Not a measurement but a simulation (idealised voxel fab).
Process module in this document: voxel capacitor over wiring
265 nm wide, 5 nm square cells: that's cross-section cut.
Just so we're on the same page, the cross-sections are grids of square cells, and they're listed out in bands top to bottom, each band one or more rows deep.
Heights first: top, then bottom, in nm. Then materials, left to right, each with a width in nm. "throughout" on a single material: fills the band edge to edge. "blank": empty space.
Height reference: 0 = level under which incoming wafer is all one material. Lowest band: no bottom, runs on downward, e.g. "0 -> down".
The expression "30->40" gives the width at the extremes of the band, the first number at its top row of cells and the second at its bottom row, with the width changing by equal amounts from each row to the next in between.
Take "remains unaltered" at face value: in the step it is given for, the cross-section changed in none of its cells.
Empty spaces without an open route to the top, at least 8 cells in extent, make up the entry "Closed cavities"; each is given as width x height at distance, where the distance is measured from the left edge, and all are in nm.
Note: text after step settings on the step line = simulator remark on that step.
"overlay nm" on a masked step: distance the mask lay right of its planned place, negative for left.
Each pair of cross-sections that follows straddles one process step: the one shows the state before the step, the other the state after it, down to the lowest band that changed and no further. The step in question, and its settings, are given under the pair. Note that a pair is not necessarily a continuation of the pair above it, since pairs can come from different runs of this module on the same starting wafer; it is a continuation only where its entry headed "Pre-process state" says so.
PRE-PROCESS STATE
> 100 -> 85 | SiO2 throughout
> 85 -> 80 | SiO2=90  TiN=55  SiO2=120
> 80 -> 75 | SiO2=90  SiN=55  SiO2=120
> 75 -> 70 | SiO2=85  TiN=65  SiO2=115
> 70 -> 50 | SiO2=90  TiN=5  Cu=5  TiN=5  SiO2=160
> 50 -> 45 | SiCN=90  TiN=15  SiCN=160
> 45 -> 40 | SiCN=70  Ru=40  SiCN=40  Ru=40  SiCN=75
> 40 -> 35 | lowk=75  TiN=5  Ru=20  TiN=5  lowk=50  TiN=5  Ru=20  TiN=5  lowk=80
> 35 -> 30 | SiCN=75  TiN=30  SiCN=50  TiN=30  SiCN=80
> 30 -> 0 | SiO2 throughout
> 0 -> down | Si throughout
> Closed cavities: none
POST-PROCESS SECTION
> 95 -> 85 | SiO2 throughout
> No changes below 85.
> Closed cavities: none
The step that takes the structure from the upper cross-section to the lower one is CMP (height nm 95)
Pre-process state: see preceding pair, after cross-section.
POST-PROCESS SECTION
> 95 -> 85 | SiO2=100  blank=15  SiO2=150
> No changes below 85.
> Closed cavities: none
The step that takes the structure from the upper cross-section to the lower one is MASKED_ETCH (tone open; mask id PLUG_2; width nm 15; etch materials SiO2; depth nm 10; overlay nm 0)
Pre-process state: see preceding pair, after cross-section.
POST-PROCESS SECTION
> 100 -> 95 | TiN=105  blank=5  TiN=155
> 95 -> 90 | SiO2=100  TiN=5  blank=5  TiN=5  SiO2=150
> 90 -> 80 | SiO2=100->90  TiN=15->55  SiO2=150->120
> No changes below 80.
> Closed cavities: none
The step that takes the structure from the upper cross-section to the lower one is CONFORMAL_DEP (material TiN; thk nm 5)
Pre-process state: see preceding pair, after cross-section.
POST-PROCESS SECTION
> 105 -> 100 | Cu throughout
> 100 -> 95 | TiN=105  Cu=5  TiN=155
> 95 -> 90 | SiO2=100  TiN=5  Cu=5  TiN=5  SiO2=150
> No changes below 90.
> Closed cavities: none
The step that takes the structure from the upper cross-section to the lower one is FILL_DEP (material Cu; thk nm 5)
Pre-process state: see preceding pair, after cross-section.
POST-PROCESS SECTION
> 95 -> 90 | SiO2=100  TiN=5  Cu=5  TiN=5  SiO2=150
> No changes below 90.
> Closed cavities: none
The step that takes the structure from the upper cross-section to the lower one is CMP (height nm 95)
Pre-process state: see preceding pair, after cross-section.
POST-PROCESS SECTION
> 100 -> 95 | SiCN throughout
> No changes below 95.
> Closed cavities: none
The step that takes the structure from the upper cross-section to the lower one is CONFORMAL_DEP (material SiCN; thk nm 5)
PRE-PROCESS STATE
> 75 -> 70 | TiN throughout
> 70 -> 50 | SiO2=90  TiN=5  Cu=5  TiN=5  SiO2=160
> 50 -> 45 | SiCN=90  TiN=15  SiCN=160
> 45 -> 40 | SiCN=70  Ru=40  SiCN=40  Ru=40  SiCN=75
> 40 -> 20 | lowk=75  TiN=5  Ru=20  TiN=5  lowk=50  TiN=5  Ru=20  TiN=5  lowk=80
> 20 -> 15 | SiCN=75  TiN=30  SiCN=50  TiN=30  SiCN=80
> 15 -> 0 | SiO2 throughout
> 0 -> down | Si throughout
> Closed cavities: none
POST-PROCESS SECTION
> 80 -> 70 | TiN throughout
> No changes below 70.
> Closed cavities: none
The step that takes the structure from the upper cross-section to the lower one is DIRECTIONAL_DEP (material TiN; thk nm 5)
Pre-process state: see preceding pair, after cross-section.
POST-PROCESS SECTION
> 85 -> 80 | SiN throughout
> No changes below 80.
> Closed cavities: none
The step that takes the structure from the upper cross-section to the lower one is DIRECTIONAL_DEP (material SiN; thk nm 5)
Pre-process state: see preceding pair, after cross-section.
POST-PROCESS SECTION
> 100 -> 85 | aC throughout
> No changes below 85.
> Closed cavities: none
The step that takes the structure from the upper cross-section to the lower one is DIRECTIONAL_DEP (material aC; thk nm 15)
Pre-process state: see preceding pair, after cross-section.
POST-PROCESS SECTION
> 130 -> 100 | blank=90  resist=55  blank=120
> No changes below 100.
> Closed cavities: none
The step that takes the structure from the upper cross-section to the lower one is PATTERN (tone cover; mask id UPPER_PLATE; material resist; width nm 55; thk nm 30; overlay nm 0)
Pre-process state: see preceding pair, after cross-section.
POST-PROCESS SECTION
> 115 -> 100 | blank=90  resist=55  blank=120
> 100 -> 85 | blank=90  aC=55  blank=120
> No changes below 85.
> Closed cavities: none
The step that takes the structure from the upper cross-section to the lower one is DIRECTIONAL_ETCH (etch materials aC; depth nm 15)
Pre-process state: see preceding pair, after cross-section.
POST-PROCESS SECTION
> 100 -> 85 | blank=90  aC=55  blank=120
> No changes below 85.
> Closed cavities: none
The step that takes the structure from the upper cross-section to the lower one is STRIP (etch materials resist)
Pre-process state: see preceding pair, after cross-section.
POST-PROCESS SECTION
> 100 -> 85 | blank=90  aC=55  blank=120
> 85 -> 80 | blank=90  SiN=55  blank=120
> No changes below 80.
> Closed cavities: none
The step that takes the structure from the upper cross-section to the lower one is DIRECTIONAL_ETCH (etch materials SiN; depth nm 5)
Pre-process state: see preceding pair, after cross-section.
POST-PROCESS SECTION
> 85 -> 80 | blank=90  SiN=55  blank=120
> No changes below 80.
> Closed cavities: none
The step that takes the structure from the upper cross-section to the lower one is STRIP (etch materials aC)
Pre-process state: see preceding pair, after cross-section.
POST-PROCESS SECTION
> 85 -> 80 | blank=90  SiN=55  blank=120
> 80 -> 75 | blank=85  TiN=65  blank=115
> No changes below 75.
> Closed cavities: none
The step that takes the structure from the upper cross-section to the lower one is MASKED_ETCH (tone cover; mask id LOWER_PLATE; width nm 65; etch materials TiN; depth nm 5; overlay nm 0)
Pre-process state: see preceding pair, after cross-section.
POST-PROCESS SECTION
> 100 -> 85 | SiO2 throughout
> 85 -> 80 | SiO2=90  SiN=55  SiO2=120
> 80 -> 75 | SiO2=85  TiN=65  SiO2=115
> No changes below 75.
> Closed cavities: none
The step that takes the structure from the upper cross-section to the lower one is FILL_DEP (material SiO2; thk nm 15)
Pre-process state: see preceding pair, after cross-section.
POST-PROCESS SECTION
> 95 -> 85 | SiO2 throughout
> No changes below 85.
> Closed cavities: none
The step that takes the structure from the upper cross-section to the lower one is CMP (height nm 95)
Pre-process state: see preceding pair, after cross-section.
POST-PROCESS SECTION
> 95 -> 85 | SiO2=100  blank=15  SiO2=150
> No changes below 85.
> Closed cavities: none
The step that takes the structure from the upper cross-section to the lower one is MASKED_ETCH (tone open; mask id PLUG_2; width nm 15; etch materials SiO2; depth nm 10; overlay nm 0)
Pre-process state: see preceding pair, after cross-section.
POST-PROCESS SECTION
> 100 -> 95 | TiN=105  blank=5  TiN=155
> 95 -> 90 | SiO2=100  TiN=5  blank=5  TiN=5  SiO2=150
> 90 -> 85 | SiO2=100  TiN=15  SiO2=150
> No changes below 85.
> Closed cavities: none
The step that takes the structure from the upper cross-section to the lower one is CONFORMAL_DEP (material TiN; thk nm 5)
Pre-process state: see preceding pair, after cross-section.
POST-PROCESS SECTION
> 105 -> 100 | Cu throughout
> 100 -> 95 | TiN=105  Cu=5  TiN=155
> 95 -> 90 | SiO2=100  TiN=5  Cu=5  TiN=5  SiO2=150
> No changes below 90.
> Closed cavities: none
The step that takes the structure from the upper cross-section to the lower one is FILL_DEP (material Cu; thk nm 5)
Pre-process state: see preceding pair, after cross-section.
POST-PROCESS SECTION
> 95 -> 90 | SiO2=100  TiN=5  Cu=5  TiN=5  SiO2=150
> No changes below 90.
> Closed cavities: none
The step that takes the structure from the upper cross-section to the lower one is CMP (height nm 95)
Pre-process state: see preceding pair, after cross-section.
POST-PROCESS SECTION
> 100 -> 95 | SiCN throughout
> No changes below 95.
> Closed cavities: none
The step that takes the structure from the upper cross-section to the lower one is CONFORMAL_DEP (material SiCN; thk nm 5)
PRE-PROCESS STATE
> 20 -> 15 | SiCN throughout
> 15 -> 0 | SiO2 throughout
> 0 -> down | Si throughout
> Closed cavities: none
POST-PROCESS SECTION
> 30 -> 20 | lowk throughout
> No changes below 20.
> Closed cavities: none
The step that takes the structure from the upper cross-section to the lower one is DIRECTIONAL_DEP (material lowk; thk nm 10)
Pre-process state: see preceding pair, after cross-section.
POST-PROCESS SECTION
> 40 -> 30 | aC throughout
> No changes below 30.
> Closed cavities: none
The step that takes the structure from the upper cross-section to the lower one is DIRECTIONAL_DEP (material aC; thk nm 10)
Pre-process state: see preceding pair, after cross-section.
POST-PROCESS SECTION
> 65 -> 40 | resist=75  blank=30  resist=50  blank=30  resist=80
> No changes below 40.
> Closed cavities: none
The step that takes the structure from the upper cross-section to the lower one is PATTERN (tone open; mask id METAL_1; material resist; width nm 30; pitch nm 80; thk nm 25; overlay nm 0)
Pre-process state: see preceding pair, after cross-section.
POST-PROCESS SECTION
> 55 -> 40 | resist=75  blank=30  resist=50  blank=30  resist=80
> 40 -> 30 | aC=75  blank=30  aC=50  blank=30  aC=80
> No changes below 30.
> Closed cavities: none
The step that takes the structure from the upper cross-section to the lower one is DIRECTIONAL_ETCH (etch materials aC; depth nm 10)
Pre-process state: see preceding pair, after cross-section.
POST-PROCESS SECTION
> 40 -> 30 | aC=75  blank=30  aC=50  blank=30  aC=80
> No changes below 30.
> Closed cavities: none
The step that takes the structure from the upper cross-section to the lower one is STRIP (etch materials resist)
Pre-process state: see preceding pair, after cross-section.
POST-PROCESS SECTION
> 40 -> 30 | aC=75  blank=30  aC=50  blank=30  aC=80
> 30 -> 20 | lowk=75  blank=30  lowk=50  blank=30  lowk=80
> No changes below 20.
> Closed cavities: none
The step that takes the structure from the upper cross-section to the lower one is DIRECTIONAL_ETCH (etch materials lowk; depth nm 20)
Pre-process state: see preceding pair, after cross-section.
POST-PROCESS SECTION
> 40 -> 30 | aC=75  blank=30  aC=50  blank=30  aC=80
> 30 -> 20 | lowk=75  blank=30  lowk=50  blank=30  lowk=80
> 20 -> 15 | SiCN=75  blank=30  SiCN=50  blank=30  SiCN=80
> No changes below 15.
> Closed cavities: none
The step that takes the structure from the upper cross-section to the lower one is DIRECTIONAL_ETCH (etch materials SiCN; depth nm 5)
Pre-process state: see preceding pair, after cross-section.
POST-PROCESS SECTION
> 30 -> 20 | lowk=75  blank=30  lowk=50  blank=30  lowk=80
> No changes below 20.
> Closed cavities: none
The step that takes the structure from the upper cross-section to the lower one is STRIP (etch materials aC)
Pre-process state: see preceding pair, after cross-section.
POST-PROCESS SECTION
> 35 -> 30 | TiN=80  blank=20  TiN=60  blank=20  TiN=85
> 30 -> 20 | lowk=75  TiN=5  blank=20  TiN=5  lowk=50  TiN=5  blank=20  TiN=5  lowk=80
> 20 -> 15 | SiCN=75  TiN=30  SiCN=50  TiN=30  SiCN=80
> No changes below 15.
> Closed cavities: none
The step that takes the structure from the upper cross-section to the lower one is CONFORMAL_DEP (material TiN; thk nm 5)
Pre-process state: see preceding pair, after cross-section.
POST-PROCESS SECTION
> 45 -> 35 | Ru throughout
> 35 -> 30 | TiN=80  Ru=20  TiN=60  Ru=20  TiN=85
> 30 -> 20 | lowk=75  TiN=5  Ru=20  TiN=5  lowk=50  TiN=5  Ru=20  TiN=5  lowk=80
> No changes below 20.
> Closed cavities: none
The step that takes the structure from the upper cross-section to the lower one is FILL_DEP (material Ru; thk nm 10)
Pre-process state: see preceding pair, after cross-section.
POST-PROCESS SECTION
> 40 -> 35 | Ru throughout
> No changes below 35.
> Closed cavities: none
The step that takes the structure from the upper cross-section to the lower one is CMP (height nm 40)
Pre-process state: see preceding pair, after cross-section.
POST-PROCESS SECTION
> 45 -> 35 | Ru throughout
> No changes below 35.
> Closed cavities: none
The step that takes the structure from the upper cross-section to the lower one is EPI (material Ru; thk nm 5)
Pre-process state: see preceding pair, after cross-section.
POST-PROCESS SECTION
> 50 -> 45 | SiCN throughout
> No changes below 45.
> Closed cavities: none
The step that takes the structure from the upper cross-section to the lower one is FILL_DEP (material SiCN; thk nm 5)
Pre-process state: see preceding pair, after cross-section.
POST-PROCESS SECTION
> 70 -> 50 | SiO2 throughout
> No changes below 50.
> Closed cavities: none
The step that takes the structure from the upper cross-section to the lower one is DIRECTIONAL_DEP (material SiO2; thk nm 20)
Pre-process state: see preceding pair, after cross-section.
POST-PROCESS SECTION
> 80 -> 70 | aC throughout
> No changes below 70.
> Closed cavities: none
The step that takes the structure from the upper cross-section to the lower one is DIRECTIONAL_DEP (material aC; thk nm 10)
Pre-process state: see preceding pair, after cross-section.
POST-PROCESS SECTION
> 105 -> 80 | resist=90  blank=15  resist=160
> No changes below 80.
> Closed cavities: none
The step that takes the structure from the upper cross-section to the lower one is PATTERN (tone open; mask id PLUG_1; material resist; width nm 15; thk nm 25; overlay nm 0)
Pre-process state: see preceding pair, after cross-section.
POST-PROCESS SECTION
> 95 -> 80 | resist=90  blank=15  resist=160
> 80 -> 70 | aC=90  blank=15  aC=160
> No changes below 70.
> Closed cavities: none
The step that takes the structure from the upper cross-section to the lower one is DIRECTIONAL_ETCH (etch materials aC; depth nm 10)
Pre-process state: see preceding pair, after cross-section.
POST-PROCESS SECTION
> 80 -> 70 | aC=90  blank=15  aC=160
> No changes below 70.
> Closed cavities: none
The step that takes the structure from the upper cross-section to the lower one is STRIP (etch materials resist)
Pre-process state: see preceding pair, after cross-section.
POST-PROCESS SECTION
> 80 -> 70 | aC=90  blank=15  aC=160
> 70 -> 50 | SiO2=90  blank=15  SiO2=160
> No changes below 50.
> Closed cavities: none
The step that takes the structure from the upper cross-section to the lower one is DIRECTIONAL_ETCH (etch materials SiO2; depth nm 20)
Pre-process state: see preceding pair, after cross-section.
POST-PROCESS SECTION
> 80 -> 70 | aC=90  blank=15  aC=160
> 70 -> 50 | SiO2=90  blank=15  SiO2=160
> 50 -> 45 | SiCN=90  blank=15  SiCN=160
> No changes below 45.
> Closed cavities: none
The step that takes the structure from the upper cross-section to the lower one is DIRECTIONAL_ETCH (etch materials SiCN; depth nm 5)
Pre-process state: see preceding pair, after cross-section.
POST-PROCESS SECTION
> 70 -> 50 | SiO2=90  blank=15  SiO2=160
> No changes below 50.
> Closed cavities: none
The step that takes the structure from the upper cross-section to the lower one is STRIP (etch materials aC)
Pre-process state: see preceding pair, after cross-section.
POST-PROCESS SECTION
> 75 -> 70 | TiN=95  blank=5  TiN=165
> 70 -> 50 | SiO2=90  TiN=5  blank=5  TiN=5  SiO2=160
> 50 -> 45 | SiCN=90  TiN=15  SiCN=160
> No changes below 45.
> Closed cavities: none
The step that takes the structure from the upper cross-section to the lower one is CONFORMAL_DEP (material TiN; thk nm 5)
Pre-process state: see preceding pair, after cross-section.
POST-PROCESS SECTION
> 80 -> 75 | Cu throughout
> 75 -> 70 | TiN=95  Cu=5  TiN=165
> 70 -> 50 | SiO2=90  TiN=5  Cu=5  TiN=5  SiO2=160
> No changes below 50.
> Closed cavities: none
The step that takes the structure from the upper cross-section to the lower one is FILL_DEP (material Cu; thk nm 5)
Pre-process state: see preceding pair, after cross-section.
POST-PROCESS SECTION
> 70 -> 50 | SiO2=90  TiN=5  Cu=5  TiN=5  SiO2=160
> No changes below 50.
> Closed cavities: none
The step that takes the structure from the upper cross-section to the lower one is CMP (height nm 70)
Pre-process state: see preceding pair, after cross-section.
POST-PROCESS SECTION
> 75 -> 70 | TiN throughout
> No changes below 70.
> Closed cavities: none
The step that takes the structure from the upper cross-section to the lower one is DIRECTIONAL_DEP (material TiN; thk nm 5)
Pre-process state: see preceding pair, after cross-section.
POST-PROCESS SECTION
> 80 -> 75 | SiN throughout
> No changes below 75.
> Closed cavities: none
The step that takes the structure from the upper cross-section to the lower one is DIRECTIONAL_DEP (material SiN; thk nm 5)
Pre-process state: see preceding pair, after cross-section.
POST-PROCESS SECTION
> 85 -> 80 | TiN throughout
> No changes below 80.
> Closed cavities: none
The step that takes the structure from the upper cross-section to the lower one is DIRECTIONAL_DEP (material TiN; thk nm 5)
Pre-process state: see preceding pair, after cross-section.
POST-PROCESS SECTION
> 100 -> 85 | aC throughout
> No changes below 85.
> Closed cavities: none
The step that takes the structure from the upper cross-section to the lower one is DIRECTIONAL_DEP (material aC; thk nm 15)
Pre-process state: see preceding pair, after cross-section.
POST-PROCESS SECTION
> 130 -> 100 | blank=90  resist=55  blank=120
> No changes below 100.
> Closed cavities: none
The step that takes the structure from the upper cross-section to the lower one is PATTERN (tone cover; mask id UPPER_PLATE; material resist; width nm 55; thk nm 30; overlay nm 0)
Pre-process state: see preceding pair, after cross-section.
POST-PROCESS SECTION
> 115 -> 100 | blank=90  resist=55  blank=120
> 100 -> 85 | blank=90  aC=55  blank=120
> No changes below 85.
> Closed cavities: none
The step that takes the structure from the upper cross-section to the lower one is DIRECTIONAL_ETCH (etch materials aC; depth nm 15)
Pre-process state: see preceding pair, after cross-section.
POST-PROCESS SECTION
> 100 -> 85 | blank=90  aC=55  blank=120
> No changes below 85.
> Closed cavities: none
The step that takes the structure from the upper cross-section to the lower one is STRIP (etch materials resist)
Pre-process state: see preceding pair, after cross-section.
POST-PROCESS SECTION
> 100 -> 85 | blank=90  aC=55  blank=120
> 85 -> 80 | blank=90  TiN=55  blank=120
> No changes below 80.
> Closed cavities: none
The step that takes the structure from the upper cross-section to the lower one is DIRECTIONAL_ETCH (etch materials TiN; depth nm 5)
Pre-process state: see preceding pair, after cross-section.
POST-PROCESS SECTION
> 100 -> 85 | blank=90  aC=55  blank=120
> 85 -> 80 | blank=90  TiN=55  blank=120
> 80 -> 75 | blank=90  SiN=55  blank=120
> No changes below 75.
> Closed cavities: none
The step that takes the structure from the upper cross-section to the lower one is DIRECTIONAL_ETCH (etch materials SiN; depth nm 5)
Pre-process state: see preceding pair, after cross-section.
POST-PROCESS SECTION
> 85 -> 80 | blank=90  TiN=55  blank=120
> No changes below 80.
> Closed cavities: none
The step that takes the structure from the upper cross-section to the lower one is STRIP (etch materials aC)
Pre-process state: see preceding pair, after cross-section.
POST-PROCESS SECTION
> 85 -> 80 | blank=90  TiN=55  blank=120
> 80 -> 75 | blank=90  SiN=55  blank=120
> 75 -> 70 | blank=85  TiN=65  blank=115
> No changes below 70.
> Closed cavities: none
The step that takes the structure from the upper cross-section to the lower one is MASKED_ETCH (tone cover; mask id LOWER_PLATE; width nm 65; etch materials TiN; depth nm 5; overlay nm 0)
Pre-process state: see preceding pair, after cross-section.
POST-PROCESS SECTION
> 100 -> 85 | SiO2 throughout
> 85 -> 80 | SiO2=90  TiN=55  SiO2=120
> 80 -> 75 | SiO2=90  SiN=55  SiO2=120
> 75 -> 70 | SiO2=85  TiN=65  SiO2=115
> No changes below 70.
> Closed cavities: none
The step that takes the structure from the upper cross-section to the lower one is FILL_DEP (material SiO2; thk nm 15)
Pre-process state: see preceding pair, after cross-section.
POST-PROCESS SECTION
> 95 -> 85 | SiO2 throughout
> No changes below 85.
> Closed cavities: none
The step that takes the structure from the upper cross-section to the lower one is CMP (height nm 95)
Pre-process state: see preceding pair, after cross-section.
POST-PROCESS SECTION
> 95 -> 85 | SiO2=100  blank=15  SiO2=150
> No changes below 85.
> Closed cavities: none
The step that takes the structure from the upper cross-section to the lower one is MASKED_ETCH (tone open; mask id PLUG_2; width nm 15; etch materials SiO2; depth nm 10; overlay nm 0)
Pre-process state: see preceding pair, after cross-section.
POST-PROCESS SECTION
> 100 -> 95 | TiN=105  blank=5  TiN=155
> 95 -> 90 | SiO2=100  TiN=5  blank=5  TiN=5  SiO2=150
> 90 -> 80 | SiO2=100->90  TiN=15->55  SiO2=150->120
> No changes below 80.
> Closed cavities: none
The step that takes the structure from the upper cross-section to the lower one is CONFORMAL_DEP (material TiN; thk nm 5)
Pre-process state: see preceding pair, after cross-section.
POST-PROCESS SECTION
> 105 -> 100 | Cu throughout
> 100 -> 95 | TiN=105  Cu=5  TiN=155
> 95 -> 90 | SiO2=100  TiN=5  Cu=5  TiN=5  SiO2=150
> No changes below 90.
> Closed cavities: none
The step that takes the structure from the upper cross-section to the lower one is FILL_DEP (material Cu; thk nm 5)
Pre-process state: see preceding pair, after cross-section.
POST-PROCESS SECTION
> 95 -> 90 | SiO2=100  TiN=5  Cu=5  TiN=5  SiO2=150
> No changes below 90.
> Closed cavities: none
The step that takes the structure from the upper cross-section to the lower one is CMP (height nm 95)
Pre-process state: see preceding pair, after cross-section.
POST-PROCESS SECTION
> 100 -> 95 | SiCN throughout
> No changes below 95.
> Closed cavities: none
The step that takes the structure from the upper cross-section to the lower one is CONFORMAL_DEP (material SiCN; thk nm 5)
PRE-PROCESS STATE
> 100 -> 85 | aC throughout
> 85 -> 80 | TiN throughout
> 80 -> 75 | SiN throughout
> 75 -> 70 | TiN throughout
> 70 -> 50 | SiO2=90  TiN=5  Cu=5  TiN=5  SiO2=160
> 50 -> 45 | SiCN=90  TiN=15  SiCN=160
> 45 -> 40 | SiCN=70  Ru=40  SiCN=40  Ru=40  SiCN=75
> 40 -> 20 | lowk=75  TiN=5  Ru=20  TiN=5  lowk=50  TiN=5  Ru=20  TiN=5  lowk=80
> 20 -> 15 | SiCN=75  TiN=30  SiCN=50  TiN=30  SiCN=80
> 15 -> 0 | SiO2 throughout
> 0 -> down | Si throughout
> Closed cavities: none
POST-PROCESS SECTION
> 130 -> 100 | blank=90  resist=60  blank=115
> No changes below 100.
> Closed cavities: none
The step that takes the structure from the upper cross-section to the lower one is PATTERN (tone cover; mask id UPPER_PLATE; material resist; width nm 60; thk nm 30; overlay nm 0)
Pre-process state: see preceding pair, after cross-section.
POST-PROCESS SECTION
> 115 -> 100 | blank=90  resist=60  blank=115
> 100 -> 85 | blank=90  aC=60  blank=115
> No changes below 85.
> Closed cavities: none
The step that takes the structure from the upper cross-section to the lower one is DIRECTIONAL_ETCH (etch materials aC; depth nm 15)
Pre-process state: see preceding pair, after cross-section.
POST-PROCESS SECTION
> 100 -> 85 | blank=90  aC=60  blank=115
> No changes below 85.
> Closed cavities: none
The step that takes the structure from the upper cross-section to the lower one is STRIP (etch materials resist)
Pre-process state: see preceding pair, after cross-section.
POST-PROCESS SECTION
> 100 -> 85 | blank=90  aC=60  blank=115
> 85 -> 80 | blank=90  TiN=60  blank=115
> No changes below 80.
> Closed cavities: none
The step that takes the structure from the upper cross-section to the lower one is DIRECTIONAL_ETCH (etch materials TiN; depth nm 5)
Pre-process state: see preceding pair, after cross-section.
POST-PROCESS SECTION
> 100 -> 85 | blank=90  aC=60  blank=115
> 85 -> 80 | blank=90  TiN=60  blank=115
> 80 -> 75 | blank=90  SiN=60  blank=115
> No changes below 75.
> Closed cavities: none
The step that takes the structure from the upper cross-section to the lower one is DIRECTIONAL_ETCH (etch materials SiN; depth nm 5)
Pre-process state: see preceding pair, after cross-section.
POST-PROCESS SECTION
> 85 -> 80 | blank=90  TiN=60  blank=115
> No changes below 80.
> Closed cavities: none
The step that takes the structure from the upper cross-section to the lower one is STRIP (etch materials aC)
Pre-process state: see preceding pair, after cross-section.
POST-PROCESS SECTION
> 85 -> 80 | blank=90  TiN=60  blank=115
> 80 -> 75 | blank=90  SiN=60  blank=115
> 75 -> 70 | blank=85  TiN=65  blank=115
> No changes below 70.
> Closed cavities: none
The step that takes the structure from the upper cross-section to the lower one is MASKED_ETCH (tone cover; mask id LOWER_PLATE; width nm 65; etch materials TiN; depth nm 5; overlay nm 0)
Pre-process state: see preceding pair, after cross-section.
POST-PROCESS SECTION
> 100 -> 85 | SiO2 throughout
> 85 -> 80 | SiO2=90  TiN=60  SiO2=115
> 80 -> 75 | SiO2=90  SiN=60  SiO2=115
> 75 -> 70 | SiO2=85  TiN=65  SiO2=115
> No changes below 70.
> Closed cavities: none
The step that takes the structure from the upper cross-section to the lower one is FILL_DEP (material SiO2; thk nm 15)
Pre-process state: see preceding pair, after cross-section.
POST-PROCESS SECTION
> 95 -> 85 | SiO2 throughout
> No changes below 85.
> Closed cavities: none
The step that takes the structure from the upper cross-section to the lower one is CMP (height nm 95)
Pre-process state: see preceding pair, after cross-section.
POST-PROCESS SECTION
> 95 -> 85 | SiO2=100  blank=15  SiO2=150
> No changes below 85.
> Closed cavities: none
The step that takes the structure from the upper cross-section to the lower one is MASKED_ETCH (tone open; mask id PLUG_2; width nm 15; etch materials SiO2; depth nm 10; overlay nm 0)
Pre-process state: see preceding pair, after cross-section.
POST-PROCESS SECTION
> 100 -> 95 | TiN=105  blank=5  TiN=155
> 95 -> 90 | SiO2=100  TiN=5  blank=5  TiN=5  SiO2=150
> 90 -> 80 | SiO2=100->90  TiN=15->60  SiO2=150->115
> No changes below 80.
> Closed cavities: none
The step that takes the structure from the upper cross-section to the lower one is CONFORMAL_DEP (material TiN; thk nm 5)
Pre-process state: see preceding pair, after cross-section.
POST-PROCESS SECTION
> 105 -> 100 | Cu throughout
> 100 -> 95 | TiN=105  Cu=5  TiN=155
> 95 -> 90 | SiO2=100  TiN=5  Cu=5  TiN=5  SiO2=150
> No changes below 90.
> Closed cavities: none
The step that takes the structure from the upper cross-section to the lower one is FILL_DEP (material Cu; thk nm 5)
Pre-process state: see preceding pair, after cross-section.
POST-PROCESS SECTION
> 95 -> 90 | SiO2=100  TiN=5  Cu=5  TiN=5  SiO2=150
> No changes below 90.
> Closed cavities: none
The step that takes the structure from the upper cross-section to the lower one is CMP (height nm 95)
Pre-process state: see preceding pair, after cross-section.
POST-PROCESS SECTION
> 100 -> 95 | SiCN throughout
> No changes below 95.
> Closed cavities: none
The step that takes the structure from the upper cross-section to the lower one is CONFORMAL_DEP (material SiCN; thk nm 5)
PRE-PROCESS STATE
> 95 -> 85 | SiO2 throughout
> 85 -> 80 | SiO2=90  TiN=55  SiO2=120
> 80 -> 75 | SiO2=90  SiN=55  SiO2=120
> 75 -> 70 | SiO2=85  TiN=65  SiO2=115
> 70 -> 50 | SiO2=90  TiN=5  Cu=5  TiN=5  SiO2=160
> 50 -> 45 | SiCN=90  TiN=15  SiCN=160
> 45 -> 40 | SiCN=70  Ru=40  SiCN=40  Ru=40  SiCN=75
> 40 -> 20 | lowk=75  TiN=5  Ru=20  TiN=5  lowk=50  TiN=5  Ru=20  TiN=5  lowk=80
> 20 -> 15 | SiCN=75  TiN=30  SiCN=50  TiN=30  SiCN=80
> 15 -> 0 | SiO2 throughout
> 0 -> down | Si throughout
> Closed cavities: none
POST-PROCESS SECTION
> 95 -> 85 | SiO2=110  blank=15  SiO2=140
> No changes below 85.
> Closed cavities: none
The step that takes the structure from the upper cross-section to the lower one is MASKED_ETCH (tone open; mask id PLUG_2; width nm 15; etch materials SiO2; depth nm 10; overlay nm 10)
Pre-process state: see preceding pair, after cross-section.
POST-PROCESS SECTION
> 100 -> 95 | TiN=115  blank=5  TiN=145
> 95 -> 90 | SiO2=110  TiN=5  blank=5  TiN=5  SiO2=140
> 90 -> 80 | SiO2=110->90  TiN=15->55  SiO2=140->120
> No changes below 80.
> Closed cavities: none
The step that takes the structure from the upper cross-section to the lower one is CONFORMAL_DEP (material TiN; thk nm 5)
Pre-process state: see preceding pair, after cross-section.
POST-PROCESS SECTION
> 105 -> 100 | Cu throughout
> 100 -> 95 | TiN=115  Cu=5  TiN=145
> 95 -> 90 | SiO2=110  TiN=5  Cu=5  TiN=5  SiO2=140
> No changes below 90.
> Closed cavities: none
The step that takes the structure from the upper cross-section to the lower one is FILL_DEP (material Cu; thk nm 5)
Pre-process state: see preceding pair, after cross-section.
POST-PROCESS SECTION
> 95 -> 90 | SiO2=110  TiN=5  Cu=5  TiN=5  SiO2=140
> No changes below 90.
> Closed cavities: none
The step that takes the structure from the upper cross-section to the lower one is CMP (height nm 95)
Pre-process state: see preceding pair, after cross-section.
POST-PROCESS SECTION
> 100 -> 95 | SiCN throughout
> No changes below 95.
> Closed cavities: none
The step that takes the structure from the upper cross-section to the lower one is CONFORMAL_DEP (material SiCN; thk nm 5)
PRE-PROCESS STATE
> 75 -> 70 | TiN=95  blank=5  TiN=165
> 70 -> 50 | SiO2=90  TiN=5  blank=5  TiN=5  SiO2=160
> 50 -> 45 | SiCN=90  TiN=15  SiCN=160
> 45 -> 40 | SiCN=70  Ru=40  SiCN=40  Ru=40  SiCN=75
> 40 -> 20 | lowk=75  TiN=5  Ru=20  TiN=5  lowk=50  TiN=5  Ru=20  TiN=5  lowk=80
> 20 -> 15 | SiCN=75  TiN=30  SiCN=50  TiN=30  SiCN=80
> 15 -> 0 | SiO2 throughout
> 0 -> down | Si throughout
> Closed cavities: none
POST-PROCESS SECTION
> 80 -> 75 | SiO2 throughout
> 75 -> 70 | TiN=95  SiO2=5  TiN=165
> 70 -> 50 | SiO2=90  TiN=5  SiO2=5  TiN=5  SiO2=160
> No changes below 50.
> Closed cavities: none
The step that takes the structure from the upper cross-section to the lower one is FILL_DEP (material SiO2; thk nm 5)
Pre-process state: see preceding pair, after cross-section.
POST-PROCESS SECTION
> 70 -> 50 | SiO2=90  TiN=5  SiO2=5  TiN=5  SiO2=160
> No changes below 50.
> Closed cavities: none
The step that takes the structure from the upper cross-section to the lower one is CMP (height nm 70)
Pre-process state: see preceding pair, after cross-section.
POST-PROCESS SECTION
> 75 -> 70 | TiN throughout
> No changes below 70.
> Closed cavities: none
The step that takes the structure from the upper cross-section to the lower one is DIRECTIONAL_DEP (material TiN; thk nm 5)
Pre-process state: see preceding pair, after cross-section.
POST-PROCESS SECTION
> 80 -> 75 | SiN throughout
> No changes below 75.
> Closed cavities: none
The step that takes the structure from the upper cross-section to the lower one is DIRECTIONAL_DEP (material SiN; thk nm 5)
